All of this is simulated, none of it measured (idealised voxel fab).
process module | voxel ribs on slabs
cross-section cut | 205 nm wide | cells 5 nm
A cross-section is a grid of square cells, given in bands from the top down. A band is one or more rows of cells.
Each band's line starts with the height of the band's top and of its bottom, in nm. Then come its materials from left to right, each with its width in nm. One material with "throughout" fills the band from edge to edge. "air" is empty space.
Height 0 is the level under which the wafer as received is all one material. The lowest band goes on downwards, as in "0 down".
A width such as "30 to 40" changes by the same amount from each row of cells to the next, from the band's top row to its bottom row.
"no change" after a step means that no cell of the cross-section changed.
closed voids: empty space of 8 cells or more with no open way to the top, each as width x height at its distance from the left edge, in nm
after a step's settings: what the simulator itself notes on the step
overlay nm, on a step with a mask: how far to the right of its planned place the mask lay; to the left if negative
plan
1 op RECEIVE | material Si
2 op DIRECTIONAL_DEP | material SiO2 | thk nm 30
3 op DIRECTIONAL_DEP | material polySi | thk nm 15
4 op PATTERN | tone cover | mask id RIB | material resist | width nm 30 | thk nm 20 | overlay nm 0
5 op DIRECTIONAL_ETCH | etch materials polySi | depth nm 5
6 op STRIP | etch materials resist
7 op PATTERN | tone cover | mask id SLAB | material resist | width nm 80 | thk nm 20 | overlay nm 0
8 op DIRECTIONAL_ETCH | etch materials polySi | depth nm 10
9 op STRIP | etch materials resist
10 op FILL_DEP | material SiO2 | thk nm 20
11 op CMP | height nm 60
12 op DIRECTIONAL_DEP | material TiN | thk nm 10
13 op DIRECTIONAL_DEP | material aC | thk nm 15
14 op PATTERN | tone cover | mask id HEATER | material resist | width nm 40 | thk nm 35 | overlay nm 0
15 op DIRECTIONAL_ETCH | etch materials aC | depth nm 15
16 op STRIP | etch materials resist
17 op DIRECTIONAL_ETCH | etch materials TiN | depth nm 10
18 op STRIP | etch materials aC
19 op CONFORMAL_DEP | material SiN | thk nm 5
as received, after step 1
  0 down: Si throughout
  closed voids: none
a wafer at the end: this start, this plan, one mistake
  75 to 70: air 75 | SiN 50 | air 80
  70 to 65: air 75 | SiN 5 | TiN 40 | SiN 5 | air 80
  65 to 60: SiN 80 | TiN 40 | SiN 85
  60 to 55: SiO2 85 | polySi 30 | SiO2 90
  55 to 45: SiO2 60 | polySi 80 | SiO2 65
  45 to 30: polySi throughout
  30 to 0: SiO2 throughout
  0 down: Si throughout
  closed voids: none
what went wrong: step 3 was run twice
